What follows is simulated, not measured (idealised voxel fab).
process module | voxel self aligned contacts
cross-section cut | 235 nm wide | cells 5 nm
A cross-section is a grid of square cells, given in bands from the top down. A band is one or more rows of cells.
Each band's line starts with the height of the band's top and of its bottom, in nm. Then come its materials from left to right, each with its width in nm. One material with "throughout" fills the band from edge to edge. "air" is empty space.
Height 0 is the level under which the wafer as received is all one material. The lowest band goes on downwards, as in "0 down".
A width such as "30 to 40" changes by the same amount from each row of cells to the next, from the band's top row to its bottom row.
"no change" after a step means that no cell of the cross-section changed.
closed voids: empty space of 8 cells or more with no open way to the top, each as width x height at its distance from the left edge, in nm
after a step's settings: what the simulator itself notes on the step
overlay nm, on a step with a mask: how far to the right of its planned place the mask lay; to the left if negative
plan
1 op RECEIVE | material Si
2 op CONFORMAL_DEP | material SiO2 | thk nm 5
3 op DIRECTIONAL_DEP | material polySi | thk nm 20
4 op DIRECTIONAL_DEP | material SiN | thk nm 25
5 op MASKED_ETCH | tone cover | mask id GATE | width nm 25 | pitch nm 65 | etch materials SiN | depth nm 25 | overlay nm 0
6 op MASKED_ETCH | tone cover | mask id GATE | width nm 15 | pitch nm 65 | etch materials polySi | depth nm 20 | overlay nm 0
7 op CONFORMAL_DEP | material SiN | thk nm 10
8 op DIRECTIONAL_ETCH | etch materials SiN | depth nm 10
9 op FILL_DEP | material SiO2 | thk nm 15
10 op CMP | height nm 60
11 op PATTERN | tone open | mask id CONTACT | material resist | width nm 50 | pitch nm 65 | thk nm 20 | overlay nm 0
12 op DIRECTIONAL_ETCH | etch materials SiO2 | depth nm 60
13 op STRIP | etch materials resist
14 op CONFORMAL_DEP | material TiN | thk nm 5
15 op FILL_DEP | material Ru | thk nm 10
16 op CMP | height nm 60
17 op CONFORMAL_DEP | material SiCN | thk nm 5
varied across the wafers: width nm of step 6. The plan shows the first wafer's value. All wafers start alike
first wafer as received, after step 1
  0 down: Si throughout
  closed voids: none
each wafer at the end: cells of each material gained (+) or lost (-) since it was received, then its closed voids
width nm 15 | +56 Ru | +47 SiCN | +183 SiN | +201 SiO2 | +64 TiN | +60 polySi | closed voids: none
width nm 20 | +56 Ru | +47 SiCN | +183 SiN | +201 SiO2 | +64 TiN | +60 polySi | closed voids: none
width nm 25 | +56 Ru | +47 SiCN | +183 SiN | +201 SiO2 | +64 TiN | +60 polySi | closed voids: none
width nm 30 | +46 Ru | +47 SiCN | +183 SiN | +199 SiO2 | +64 TiN | +72 polySi | closed voids: none
width nm 35 | +36 Ru | +47 SiCN | +183 SiN | +197 SiO2 | +64 TiN | +84 polySi | closed voids: none
width nm 40 | +36 Ru | +47 SiCN | +183 SiN | +195 SiO2 | +54 TiN | +96 polySi | closed voids: none
